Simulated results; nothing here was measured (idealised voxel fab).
The following is a process module called voxel lift off.
This is section cut - it's 220 nm across, gridded in 5 nm square cells.
Throughout this document, each cross-section is represented as a grid of square cells and is presented as a sequence of bands enumerated from the top downward, where a band comprises one or more rows of cells.
For a band, the entry starts with two heights in nm, that of the top and then that of the bottom, and carries on with the band's materials in order from left to right, each alongside its width in nm; the word "all across" beside a single material means it fills the band edge to edge, and "blank" means empty space.
Heights from 0 (as-received wafer is one material below). Bottom band endless downward, as "0 nm and below".
Graded width ("30..40"): value in top row of band = first number; value in bottom row = second number; row-to-row change constant.
Any step labelled "no change" changed none of the cells in the cross-section.
In the "Sealed-off cavities" entry, you get each enclosed empty space of 8 cells or more, one with no open way to the top, written width x height at distance, distance from the left edge, in nm.
It should be noted that, on the line of a given step, the content following the step's settings is a remark produced by the simulator itself with respect to that step.
The line of a step may include "overlay nm". On a step with a mask, this value is how far to the right of its planned place the mask lay. A negative value means the mask lay to the left.

Intended process steps:
1 RECEIVE | material Si
2 CONFORMAL_DEP | material SiO2 | thk nm 10
3 PATTERN | tone open | mask id LINES | material resist | width nm 30 | pitch nm 50 | thk nm 25 | overlay nm 0
4 DIRECTIONAL_DEP | material Ru | thk nm 15
5 STRIP | etch materials resist
6 CONFORMAL_DEP | material SiO2 | thk nm 5

Cross-section of the wafer as it came to us, i.e., already through step 1:
0 nm and below: Si all across
Sealed-off cavities: none

Here's the cross-section of the first of our two wafers at the end of the module - it ran as planned:
30 nm to 25 nm: blank: 65; SiO2: 40; blank: 10; SiO2: 40; blank: 65
25 nm to 15 nm: blank: 65; SiO2: 5; Ru: 30; SiO2: 5; blank: 10; SiO2: 5; Ru: 30; SiO2: 5; blank: 65
15 nm to 10 nm: SiO2: 70; Ru: 30; SiO2: 20; Ru: 30; SiO2: 70
10 nm to 0 nm: SiO2 all across
0 nm and below: Si all across
Sealed-off cavities: none

Cross-sectional view: second of two wafers, end of module; start and plan identical to the first, one mistake in running:
30 nm to 25 nm: blank: 65; SiO2: 40; blank: 10; SiO2: 40; blank: 65
25 nm to 15 nm: blank: 65; SiO2: 5; Ru: 30; SiO2: 5; blank: 10; SiO2: 5; Ru: 30; SiO2: 5; blank: 65
15 nm to 10 nm: SiO2: 70; Ru: 30; SiO2: 20; Ru: 30; SiO2: 70
10 nm to 0 nm: Ru all across
0 nm and below: Si all across
Sealed-off cavities: none
what went wrong: note that step 2 departed from the planned setting and was carried out as CONFORMAL_DEP | material Ru | thk nm 10
Upon completion, the second wafer contains, in terms of cells, a greater or smaller amount of certain materials than the first wafer: 88 more of Ru | 88 fewer of SiO2
